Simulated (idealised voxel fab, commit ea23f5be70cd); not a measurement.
voxel fin reveal: a process module
Cross-sectional view cut (width: 195 nm; square cell size: 5 nm).
The cross-sections in this document take the form of a grid made of square cells. They are written out as bands, in order from top to bottom. Each band consists of one or more rows of cells.
Band: top and bottom heights (nm) first, top before bottom; then materials from left to right, widths in nm. "full width" marks a sole material filling the band edge to edge. "empty" denotes empty space.
Convention: height 0 is the level below which the wafer, as received, is all one material. The lowest band does not terminate at the bottom but continues downward, represented as "0 down".
With a width like "30..40", each row of cells in the band differs from the next by the same amount, the top row carrying the first number and the bottom row the second.
"no change occurred" -> step changed no cross-section cell.
So "Entrapped void list" is basically the list of trapped voids: any empty space of 8 cells or more that can't reach the top through an opening. They're written width x height at distance, the distance being from the left edge, and it's all nm.
Formally, on a step line, whatever follows the settings is a remark that the simulator itself makes on the step.
You can add "overlay nm" to a step's line. For a step with a mask, it describes how far the mask lay to the right of its planned position, and a negative number describes a lay to the left.
**These are the steps we planned for the process**
1. RECEIVE,material Si
2. CONFORMAL_DEP,material SiN,thk nm 10
3. PATTERN,tone cover,mask id FINS,material resist,width nm 15,pitch nm 45,thk nm 20,overlay nm 0
4. DIRECTIONAL_ETCH,etch materials SiN,depth nm 10
5. DIRECTIONAL_ETCH,etch materials Si,depth nm 35
6. STRIP,etch materials resist
7. FILL_DEP,material SiO2,thk nm 15
8. CMP,height nm 10
9. SELECTIVE_ETCH,etch materials SiO2,depth nm 35
10. STRIP,etch materials SiN
**Wafer as received: cross-section following step 1**
- 0 down  Si full width
- Entrapped void list: none
**As-planned run: cross-section of the first of two wafers at end of module**
- 0 to -25  empty 20, Si 15, empty 30, Si 15, empty 30, Si 15, empty 30, Si 15, empty 25
- -25 to -35  SiO2 20, Si 15, SiO2 30, Si 15, SiO2 30, Si 15, SiO2 30, Si 15, SiO2 25
- -35 down  Si full width
- Entrapped void list: none
**Wafer two, end of module, cross-section. Same start, same plan as wafer one. One mistake in the run**
- 10 to 0  empty 20, SiN 15, empty 30, SiN 15, empty 30, SiN 15, empty 30, SiN 15, empty 25
- 0 to -25  empty 20, Si 15, empty 30, Si 15, empty 30, Si 15, empty 30, Si 15, empty 25
- -25 to -35  SiO2 20, Si 15, SiO2 30, Si 15, SiO2 30, Si 15, SiO2 30, Si 15, SiO2 25
- -35 down  Si full width
- Entrapped void list: none
In executing the process, a mistake was made relative to the plan: skipped: plan step 10 (never run)
In the final state, the cell counts of the second wafer exceed or fall short of those of the first for the following materials: 24 more of SiN
